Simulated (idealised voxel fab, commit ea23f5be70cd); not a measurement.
Process module, titled voxel transistor to metal
Each square cell in cross-section cut measures 5 nm, and the section as a whole is 210 nm wide.
Format of a cross-section: grid, square cells. Given as bands. Order: top down. Band: one or more rows of cells.
For a band, the entry starts with two heights in nm, that of the top and then that of the bottom, and carries on with the band's materials in order from left to right, each alongside its width in nm; the word "all across" beside a single material means it fills the band edge to edge, and "air" means empty space.
A quick word on heights: they are counted from 0, and under that level the wafer as it came to us is one material throughout. The lowest band is different from the rest in having no bottom; it simply continues downward, written as in "top 0, no bottom".
When a width is written as two numbers, as in "30 to 40", the first number is the width in the top row of cells of the band and the second is the width in its bottom row, and the width changes by the same amount from each row to the next.
"remained the same" means the step left every cell of the cross-section as it was.
"Enclosed void listing" - sealed voids, min. 8 cells, no opening to top; format: width x height at distance (distance from left edge; nm throughout).
after a step's settings: what the simulator itself notes on the step
overlay nm: mask right of planned place by this much (step with mask). Neg. = left.
Process steps foreseen in the plan:
| 1 | RECEIVE,material Si |
| 2 | CONFORMAL_DEP,material SiO2,thk nm 5 |
| 3 | CONFORMAL_DEP,material SiN,thk nm 10 |
| 4 | DIRECTIONAL_DEP,material aC,thk nm 10 |
| 5 | PATTERN,tone cover,mask id ACTIVE,material resist,width nm 105,thk nm 25,overlay nm 0 |
| 6 | DIRECTIONAL_ETCH,etch materials aC,depth nm 10 |
| 7 | STRIP,etch materials resist |
| 8 | DIRECTIONAL_ETCH,etch materials SiN,depth nm 10 |
| 9 | DIRECTIONAL_ETCH,etch materials SiO2,depth nm 5 |
| 10 | DIRECTIONAL_ETCH,etch materials Si,depth nm 30 |
| 11 | STRIP,etch materials aC |
| 12 | FILL_DEP,material SiO2,thk nm 15 |
| 13 | CMP,height nm 15 |
| 14 | SELECTIVE_ETCH,etch materials SiO2,depth nm 5 |
| 15 | STRIP,etch materials SiN |
| 16 | SELECTIVE_ETCH,etch materials SiO2,depth nm 5 |
| 17 | OXIDIZE,depth nm 5 |
| 18 | DIRECTIONAL_DEP,material polySi,thk nm 20 |
| 19 | DIRECTIONAL_DEP,material SiCN,thk nm 10 |
| 20 | DIRECTIONAL_DEP,material aC,thk nm 10 |
| 21 | PATTERN,tone cover,mask id GATE,material resist,width nm 15,thk nm 30,overlay nm 0 |
| 22 | DIRECTIONAL_ETCH,etch materials aC,depth nm 10 |
| 23 | STRIP,etch materials resist |
| 24 | DIRECTIONAL_ETCH,etch materials SiCN,depth nm 20 |
| 25 | DIRECTIONAL_ETCH,etch materials polySi,depth nm 30 |
| 26 | STRIP,etch materials aC |
| 27 | CONFORMAL_DEP,material SiN,thk nm 5 |
| 28 | DIRECTIONAL_ETCH,etch materials SiN,depth nm 5 |
| 29 | DIRECTIONAL_ETCH,etch materials SiO2,depth nm 5 |
| 30 | EPI,material pSi,thk nm 5 |
| 31 | FILL_DEP,material SiO2,thk nm 10 |
| 32 | CMP,height nm 30 |
| 33 | DIRECTIONAL_DEP,material SiO2,thk nm 15 |
| 34 | PATTERN,tone open,mask id CONTACT,material resist,width nm 30,pitch nm 55,thk nm 20,overlay nm 0 |
| 35 | DIRECTIONAL_ETCH,etch materials SiO2,depth nm 45 |
| 36 | STRIP,etch materials resist |
| 37 | CONFORMAL_DEP,material TiN,thk nm 5 |
| 38 | FILL_DEP,material W,thk nm 5 |
| 39 | CMP,height nm 45 |
| 40 | DIRECTIONAL_DEP,material TiN,thk nm 5 |
| 41 | DIRECTIONAL_DEP,material W,thk nm 25 |
| 42 | DIRECTIONAL_DEP,material aC,thk nm 15 |
| 43 | PATTERN,tone cover,mask id METAL_1,material resist,width nm 15,pitch nm 70,thk nm 35,overlay nm 0 |
| 44 | DIRECTIONAL_ETCH,etch materials aC,depth nm 15 |
| 45 | STRIP,etch materials resist |
| 46 | DIRECTIONAL_ETCH,etch materials W,depth nm 25 |
| 47 | DIRECTIONAL_ETCH,etch materials TiN,depth nm 5 |
| 48 | STRIP,etch materials aC |
| 49 | FILL_DEP,material SiO2,thk nm 10 |
| 50 | CMP,height nm 75 |
| 51 | CONFORMAL_DEP,material SiN,thk nm 5 |
So this is the incoming wafer in cross-section - it's already been through step 1:
  top 0, no bottom  Si all across
  Enclosed void listing: none
Cross-section taken at module completion on the first of two wafers; processed per the plan:
  top 80, bottom 75  SiN all across
  top 75, bottom 50  SiO2 60 nm / W 15 nm / SiO2 55 nm / W 15 nm / SiO2 65 nm
  top 50, bottom 45  SiO2 60 nm / TiN 15 nm / SiO2 55 nm / TiN 15 nm / SiO2 65 nm
  top 45, bottom 30  SiO2 60 nm / TiN 5 nm / W 20 nm / TiN 5 nm / SiO2 25 nm / TiN 5 nm / W 20 nm / TiN 5 nm / SiO2 65 nm
  top 30, bottom 20  SiO2 60 nm / TiN 5 nm / W 20 nm / TiN 5 nm / SiN 5 nm / SiCN 15 nm / SiN 5 nm / TiN 5 nm / W 20 nm / TiN 5 nm / SiO2 65 nm
  top 20, bottom 5  SiO2 60 nm / TiN 5 nm / W 20 nm / TiN 5 nm / SiN 5 nm / polySi 15 nm / SiN 5 nm / TiN 5 nm / W 20 nm / TiN 5 nm / SiO2 65 nm
  top 5, bottom 0  SiO2 45 nm / SiN 5 nm / SiO2 10 nm / TiN 30 nm / SiN 5 nm / polySi 15 nm / SiN 5 nm / TiN 30 nm / SiO2 10 nm / SiN 5 nm / SiO2 50 nm
  top 0, bottom -5  SiO2 50 nm / pSi 40 nm / SiO2 25 nm / pSi 40 nm / SiO2 55 nm
  top -5, bottom -30  SiO2 50 nm / Si 105 nm / SiO2 55 nm
  top -30, no bottom  Si all across
  Enclosed void listing: none
Second wafer at the end: like start, like plan, one mistake:
  top 80, bottom 75  SiN all across
  top 75, bottom 50  W 60 nm / SiO2 15 nm / W 55 nm / SiO2 15 nm / W 65 nm
  top 50, bottom 45  TiN 60 nm / SiO2 15 nm / TiN 55 nm / SiO2 15 nm / TiN 65 nm
  top 45, bottom 30  SiO2 60 nm / TiN 5 nm / W 20 nm / TiN 5 nm / SiO2 25 nm / TiN 5 nm / W 20 nm / TiN 5 nm / SiO2 65 nm
  top 30, bottom 20  SiO2 60 nm / TiN 5 nm / W 20 nm / TiN 5 nm / SiN 5 nm / SiCN 15 nm / SiN 5 nm / TiN 5 nm / W 20 nm / TiN 5 nm / SiO2 65 nm
  top 20, bottom 5  SiO2 60 nm / TiN 5 nm / W 20 nm / TiN 5 nm / SiN 5 nm / polySi 15 nm / SiN 5 nm / TiN 5 nm / W 20 nm / TiN 5 nm / SiO2 65 nm
  top 5, bottom 0  SiO2 45 nm / SiN 5 nm / SiO2 10 nm / TiN 30 nm / SiN 5 nm / polySi 15 nm / SiN 5 nm / TiN 30 nm / SiO2 10 nm / SiN 5 nm / SiO2 50 nm
  top 0, bottom -5  SiO2 50 nm / pSi 40 nm / SiO2 25 nm / pSi 40 nm / SiO2 55 nm
  top -5, bottom -30  SiO2 50 nm / Si 105 nm / SiO2 55 nm
  top -30, no bottom  Si all across
  Enclosed void listing: none
Deviation noted in wafer processing: off-plan run, step 43, actual operation and settings PATTERN,tone open,mask id METAL_1,material resist,width nm 15,pitch nm 70,thk nm 35,overlay nm 0
Final tally in cells, some materials are higher or lower on the second wafer than on the first: -180 SiO2; +30 TiN; +150 W
